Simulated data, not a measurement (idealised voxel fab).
This is a process module. Its name is voxel fin reveal.
Cross-section cut spans 160 nm and uses square cells 5 nm in size.
Throughout this document, each cross-section is represented as a grid of square cells and is presented as a sequence of bands enumerated from the top downward, where a band comprises one or more rows of cells.
For a band, the entry starts with two heights in nm, that of the top and then that of the bottom, and carries on with the band's materials in order from left to right, each alongside its width in nm; the word "all across" beside a single material means it fills the band edge to edge, and "empty" means empty space.
It should be noted that heights are counted from 0, beneath which the wafer as supplied is of one material throughout, and that the lowest band possesses no lower boundary but continues downward, as written in "0 nm and below".
The two numbers in a width such as "30..40" mark its ends across the band: the first belongs to the top row of cells, the second to the bottom row, and from each row to the next the width moves by the same amount.
Step marked "remained the same"? Then no cell in the cross-section changed in it.
For the entry "Cavities, sealed", the listed items are empty spaces with no open way to the top whose size is 8 cells or more; each item follows the pattern width x height at distance, where distance is from the left edge and all three are in nm.
Anything after a step's settings on that line? It's the simulator's own note about the step.
You can add "overlay nm" to a step's line. For a step with a mask, it describes how far the mask lay to the right of its planned position, and a negative number describes a lay to the left.
## These are the steps we planned for the process
1. RECEIVE: material Si
2. CONFORMAL_DEP: material SiN, thk nm 5
3. MASKED_ETCH: tone cover, mask id FINS, width nm 15, pitch nm 45, etch materials SiN, depth nm 5, overlay nm 0
4. MASKED_ETCH: tone cover, mask id FINS, width nm 15, pitch nm 45, etch materials Si, depth nm 30, overlay nm 0
5. OXIDIZE: depth nm 5
6. FILL_DEP: material SiO2, thk nm 10
7. CMP: height nm 5
8. SELECTIVE_ETCH: etch materials SiO2, depth nm 25
9. STRIP: etch materials SiN
10. CONFORMAL_DEP: material SiO2, thk nm 5
## Cross-section of the wafer at receipt, which is the condition after step 1
  0 nm and below = Si all across
  Cavities, sealed: none
## Cross-section, first of two wafers, end of module, run as planned
  5 nm to 0 nm = empty 50 nm / SiO2 15 nm / empty 30 nm / SiO2 15 nm / empty 50 nm
  0 nm to -15 nm = empty 50 nm / SiO2 5 nm / Si 5 nm / SiO2 5 nm / empty 30 nm / SiO2 5 nm / Si 5 nm / SiO2 5 nm / empty 50 nm
  -15 nm to -35 nm = SiO2 55 nm / Si 5 nm / SiO2 40 nm / Si 5 nm / SiO2 55 nm
  -35 nm and below = Si all across
  Cavities, sealed: none
## Cross-sectional view: second of two wafers, end of module; start and plan identical to the first, one mistake in running
  5 nm to 0 nm = empty 50 nm / SiO2 15 nm / empty 30 nm / SiO2 15 nm / empty 50 nm
  0 nm to -5 nm = empty 45 nm / SiO2 10 nm / Si 5 nm / SiO2 10 nm / empty 20 nm / SiO2 10 nm / Si 5 nm / SiO2 10 nm / empty 45 nm
  -5 nm to -15 nm = empty 45 nm / SiO2 5 nm / Si 15 nm / SiO2 5 nm / empty 20 nm / SiO2 5 nm / Si 15 nm / SiO2 5 nm / empty 45 nm
  -15 nm to -35 nm = SiO2 50 nm / Si 15 nm / SiO2 30 nm / Si 15 nm / SiO2 50 nm
  -35 nm and below = Si all across
  Cavities, sealed: none
In executing the process, a mistake was made relative to the plan: for step 4, the planned setting was not used; the step was instead run as MASKED_ETCH: tone cover, mask id FINS, width nm 25, pitch nm 45, etch materials Si, depth nm 30, overlay nm 0
Count the cells at the end and the second wafer has more or fewer of some materials than the first: Si: 24 more; SiO2: 12 fewer
